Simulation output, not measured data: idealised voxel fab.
The process module that follows is named voxel spacer lines.
Cross-section cut: width 145 nm, square cells of 5 nm.
Cross-section format: a grid of square cells, given as bands from top to bottom; each band is one or more rows of cells. Band: top height; bottom height; in nm. Then, left to right: material with width in nm, for each material. "everywhere": a single material spanning edge to edge. "air": empty space. The level at which height equals 0 is the one under which the wafer, as it arrives, is entirely one material. No lower edge exists for the bottom band, which continues downward and is notated as in "0 -> down". With a width like "30..40", each row of cells in the band differs from the next by the same amount, the top row carrying the first number and the bottom row the second. When a step is marked "no alteration", none of the cells in the cross-section changed during that step. In the "Internal closed voids" entry, you get each enclosed empty space of 8 cells or more, one with no open way to the top, written width x height at distance, distance from the left edge, in nm. That trailing text on a step's line, after the settings, is the simulator's own remark on the step. For masked steps, "overlay nm" on the step line gives how far right of plan the mask actually lay; a minus sign means it lay to the left.

## Process steps - plan
1,RECEIVE: material Si
2,CONFORMAL_DEP: material Al2O3, thk nm 5
3,DIRECTIONAL_DEP: material W, thk nm 15
4,DIRECTIONAL_DEP: material polySi, thk nm 20
5,PATTERN: tone cover, mask id MANDREL, material resist, width nm 15, pitch nm 50, thk nm 30, overlay nm 0
6,DIRECTIONAL_ETCH: etch materials polySi, depth nm 20
7,STRIP: etch materials resist
8,CONFORMAL_DEP: material SiN, thk nm 10
9,DIRECTIONAL_ETCH: etch materials SiN, depth nm 10
10,STRIP: etch materials polySi
11,DIRECTIONAL_ETCH: etch materials W, depth nm 5
12,STRIP: etch materials SiN
13,FILL_DEP: material SiO2, thk nm 5
14,CMP: height nm 20
The depth nm used in step 11 is not the same on every wafer, whereas the starting condition is; the value printed in the plan is the first wafer's.

## Received wafers, first of several: cross-section after step 1
- 0 -> down | Si everywhere
- Internal closed voids: none

## First of several wafers: cross-section at the end of the module, after step 14, its last step
- 20 -> 15 | SiO2=30 / W=10 / SiO2=15 / W=10 / SiO2=15 / W=10 / SiO2=15 / W=10 / SiO2=30
- 15 -> 5 | W everywhere
- 5 -> 0 | Al2O3 everywhere
- 0 -> down | Si everywhere
- Internal closed voids: none

## Last wafer of the set, cross-sectioned at end of module
- 20 -> 5 | SiO2=30 / W=10 / SiO2=15 / W=10 / SiO2=15 / W=10 / SiO2=15 / W=10 / SiO2=30
- 5 -> 0 | Al2O3 everywhere
- 0 -> down | Si everywhere
- Internal closed voids: none

## Below is a per-wafer table. In it, each row describes the wafer at the end of the module by giving, for each material, the number of cells gained (+) or lost (-) since the wafer was received, and after that the closed voids of the wafer
depth nm 5 | +29 Al2O3 | +21 SiO2 | +66 W | Internal closed voids: none
depth nm 10 | +29 Al2O3 | +42 SiO2 | +45 W | Internal closed voids: none
depth nm 15 | +29 Al2O3 | +63 SiO2 | +24 W | Internal closed voids: none
depth nm 20 | +29 Al2O3 | +63 SiO2 | +24 W | Internal closed voids: none
depth nm 25 | +29 Al2O3 | +63 SiO2 | +24 W | Internal closed voids: none
depth nm 30 | +29 Al2O3 | +63 SiO2 | +24 W | Internal closed voids: none
